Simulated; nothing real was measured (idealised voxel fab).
process module | voxel fin reveal
cross-section cut | 200 nm wide | cells 5 nm
A cross-section is a grid of square cells, given in bands from the top down. A band is one or more rows of cells.
Each band's line starts with the height of the band's top and of its bottom, in nm. Then come its materials from left to right, each with its width in nm. One material with "throughout" fills the band from edge to edge. "air" is empty space.
Height 0 is the level under which the wafer as received is all one material. The lowest band goes on downwards, as in "0 down".
A width such as "30 to 40" changes by the same amount from each row of cells to the next, from the band's top row to its bottom row.
"no change" after a step means that no cell of the cross-section changed.
closed voids: empty space of 8 cells or more with no open way to the top, each as width x height at its distance from the left edge, in nm
after a step's settings: what the simulator itself notes on the step
overlay nm, on a step with a mask: how far to the right of its planned place the mask lay; to the left if negative
plan
1 op RECEIVE | material Si
2 op CONFORMAL_DEP | material SiN | thk nm 10
3 op MASKED_ETCH | tone cover | mask id FINS | width nm 15 | pitch nm 45 | etch materials SiN | depth nm 10 | overlay nm 0
4 op MASKED_ETCH | tone cover | mask id FINS | width nm 15 | pitch nm 45 | etch materials Si | depth nm 40 | overlay nm 0
5 op OXIDIZE | depth nm 5
6 op FILL_DEP | material SiO2 | thk nm 10
7 op CMP | height nm 10
8 op SELECTIVE_ETCH | etch materials SiO2 | depth nm 40
9 op STRIP | etch materials SiN
as received, after step 1
  0 down: Si throughout
  closed voids: none
a wafer at the end: this start, this plan, one mistake
  0 to -5: air 75 | Si 5 | air 40 | Si 5 | air 75
  -5 to -30: air 70 | Si 10 | air 35 | Si 10 | air 75
  -30 to -45: SiO2 70 | Si 10 | SiO2 35 | Si 10 | SiO2 75
  -45 down: Si throughout
  closed voids: none
what went wrong: step 4 ran as: op MASKED_ETCH | tone cover | mask id FINS | width nm 15 | pitch nm 45 | etch materials Si | depth nm 40 | overlay nm -5
